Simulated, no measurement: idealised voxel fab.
process module | voxel self aligned vias
cross-section cut | 300 nm wide | cells 5 nm
A cross-section is a grid of square cells, given in bands from the top down. A band is one or more rows of cells.
Each band's line starts with the height of the band's top and of its bottom, in nm. Then come its materials from left to right, each with its width in nm. One material with "throughout" fills the band from edge to edge. "air" is empty space.
Height 0 is the level under which the wafer as received is all one material. The lowest band goes on downwards, as in "0 down".
A width such as "30 to 40" changes by the same amount from each row of cells to the next, from the band's top row to its bottom row.
"no change" after a step means that no cell of the cross-section changed.
closed voids: empty space of 8 cells or more with no open way to the top, each as width x height at its distance from the left edge, in nm
after a step's settings: what the simulator itself notes on the step
overlay nm, on a step with a mask: how far to the right of its planned place the mask lay; to the left if negative
plan
1 op RECEIVE | material Si
2 op CONFORMAL_DEP | material SiO2 | thk nm 10
3 op CONFORMAL_DEP | material SiCN | thk nm 5
4 op DIRECTIONAL_DEP | material SiO2 | thk nm 20
5 op MASKED_ETCH | tone open | mask id LINES | width nm 30 | pitch nm 70 | etch materials SiO2 | depth nm 20 | overlay nm 0
6 op CONFORMAL_DEP | material TiN | thk nm 5
7 op FILL_DEP | material Ru | thk nm 10
8 op CMP | height nm 35
9 op SELECTIVE_ETCH | etch materials W Ru TiN | depth nm 5
10 op FILL_DEP | material SiN | thk nm 10
11 op CMP | height nm 35
12 op DIRECTIONAL_DEP | material SiO2 | thk nm 15
13 op MASKED_ETCH | tone open | mask id VIAS | width nm 50 | etch materials SiO2 | depth nm 15 | overlay nm 0
14 op MASKED_ETCH | tone open | mask id VIAS | width nm 50 | etch materials SiN | depth nm 5 | overlay nm 0
15 op CONFORMAL_DEP | material TiN | thk nm 5
16 op FILL_DEP | material W | thk nm 5
17 op CMP | height nm 50
18 op CONFORMAL_DEP | material SiCN | thk nm 5
as received, after step 1
  0 down: Si throughout
  closed voids: none
first wafer at the end, as planned
  55 to 50: SiCN throughout
  50 to 40: SiO2 90 | TiN 5 | W 40 | TiN 5 | SiO2 160
  40 to 35: SiO2 90 | TiN 15 | W 20 | TiN 15 | SiO2 160
  35 to 30: SiO2 100 | TiN 30 | SiO2 40 | SiN 30 | SiO2 100
  30 to 20: SiO2 100 | TiN 5 | Ru 20 | TiN 5 | SiO2 40 | TiN 5 | Ru 20 | TiN 5 | SiO2 100
  20 to 15: SiO2 100 | TiN 30 | SiO2 40 | TiN 30 | SiO2 100
  15 to 10: SiCN throughout
  10 to 0: SiO2 throughout
  0 down: Si throughout
  closed voids: none
second wafer at the end: like start, like plan, one mistake
  55 to 50: SiCN throughout
  50 to 35: SiO2 90 | TiN 5 | W 40 | TiN 5 | SiO2 160
  35 to 30: SiN 90 | TiN 50 | SiN 160
  30 to 15: SiO2 100 | TiN 5 | Ru 20 | TiN 5 | SiO2 40 | TiN 5 | Ru 20 | TiN 5 | SiO2 100
  15 to 10: SiO2 100 | TiN 30 | SiO2 40 | TiN 30 | SiO2 100
  10 to 0: SiO2 throughout
  0 down: Si throughout
  closed voids: none
what went wrong: step 3 was left out
at the end the second wafer has, in cells: 8 more of Ru | 60 fewer of SiCN | 44 more of SiN | 4 more of TiN | 4 more of W
